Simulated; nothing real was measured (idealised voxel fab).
Module name: voxel capacitor over wiring (process module)
It is cross-section cut that appears here, measuring 250 nm in width, its square cells being 5 nm in size.
How to read a cross-section here: the picture is a grid of square cells, written as bands going from the top down, and any band can span one or more rows of cells. Heads up on the band format: heights come first, top then bottom, in nm. After that it's the materials left to right, each with its width in nm. A single material flagged "edge to edge" fills the whole band edge to edge, and "empty" means there's empty space there. Measure heights from 0. That's the level where, below it, the as-received wafer is all one material. The lowest band is bottomless and extends downward; write it as in "0..down". A width given as "30..40" starts at the first number in the band's top row and ends at the second number in its bottom row, shifting by an equal amount at every step from row to row. "no modifications" for a step: no cell of the cross-section changed in that step. You'll see "Entrapped voids" listing empty spaces that have no way open to the top, as long as they're 8 cells or more; the notation is width x height at distance, where the distance is from the left edge, and all of it is in nm. Anything after a step's settings on that line? It's the simulator's own note about the step. overlay nm: on a step with a mask, how far right of its planned place the mask lay; negative means left.
-- Steps in the process plan
1 op RECEIVE | material Si
2 op CONFORMAL_DEP | material SiO2 | thk nm 10
3 op DIRECTIONAL_DEP | material TiN | thk nm 5
4 op DIRECTIONAL_DEP | material W | thk nm 15
5 op DIRECTIONAL_DEP | material aC | thk nm 10
6 op PATTERN | tone cover | mask id METAL_1 | material resist | width nm 25 | pitch nm 90 | thk nm 25 | overlay nm 0
7 op DIRECTIONAL_ETCH | etch materials aC | depth nm 10
8 op STRIP | etch materials resist
9 op DIRECTIONAL_ETCH | etch materials W | depth nm 15
10 op DIRECTIONAL_ETCH | etch materials TiN | depth nm 5
11 op STRIP | etch materials aC
12 op CONFORMAL_DEP | material SiCN | thk nm 5
13 op FILL_DEP | material SiO2 | thk nm 5
14 op CMP | height nm 30
15 op CONFORMAL_DEP | material SiCN | thk nm 5
16 op DIRECTIONAL_DEP | material SiO2 | thk nm 15
17 op MASKED_ETCH | tone open | mask id PLUG_1 | width nm 15 | etch materials SiO2 | depth nm 15 | overlay nm 0
18 op MASKED_ETCH | tone open | mask id PLUG_1 | width nm 15 | etch materials SiCN | depth nm 5 | overlay nm 0
19 op EPI | material Ru | thk nm 10
20 op EPI | material Ru | thk nm 10
21 op DIRECTIONAL_DEP | material TiN | thk nm 10
22 op DIRECTIONAL_DEP | material SiN | thk nm 5
23 op DIRECTIONAL_DEP | material TiN | thk nm 10
24 op MASKED_ETCH | tone cover | mask id UPPER_PLATE | width nm 70 | etch materials TiN | depth nm 10 | overlay nm 0
25 op MASKED_ETCH | tone cover | mask id UPPER_PLATE | width nm 70 | etch materials SiN | depth nm 5 | overlay nm 0
26 op PATTERN | tone cover | mask id LOWER_PLATE | material resist | width nm 80 | thk nm 20 | overlay nm 0
27 op DIRECTIONAL_ETCH | etch materials TiN | depth nm 10
28 op STRIP | etch materials resist
29 op FILL_DEP | material SiO2 | thk nm 20
30 op CMP | height nm 90
31 op DIRECTIONAL_DEP | material aC | thk nm 15
32 op PATTERN | tone open | mask id PLUG_2 | material resist | width nm 15 | thk nm 30 | overlay nm 0
33 op DIRECTIONAL_ETCH | etch materials aC | depth nm 15
34 op STRIP | etch materials resist
35 op DIRECTIONAL_ETCH | etch materials SiO2 | depth nm 15
36 op STRIP | etch materials aC
37 op CONFORMAL_DEP | material TiN | thk nm 5
38 op FILL_DEP | material Ru | thk nm 5
39 op CMP | height nm 90
40 op CONFORMAL_DEP | material SiCN | thk nm 5
The value of width nm given for step 32 in the plan refers to the first wafer; the wafers vary in this setting and are alike at the start.
-- Cross-section of the first of several wafers as received (after step 1)
* 0..down = Si edge to edge
* Entrapped voids: none
-- each wafer at the end: cells of each material gained (+) or lost (-) since it was received, then its closed voids
width nm 15 | +14 Ru | +149 SiCN | +14 SiN | +666 SiO2 | +77 TiN | +30 W | Entrapped voids: none
width nm 20 | +16 Ru | +149 SiCN | +14 SiN | +663 SiO2 | +78 TiN | +30 W | Entrapped voids: none
width nm 25 | +18 Ru | +149 SiCN | +14 SiN | +660 SiO2 | +79 TiN | +30 W | Entrapped voids: none
width nm 30 | +20 Ru | +149 SiCN | +14 SiN | +657 SiO2 | +80 TiN | +30 W | Entrapped voids: none
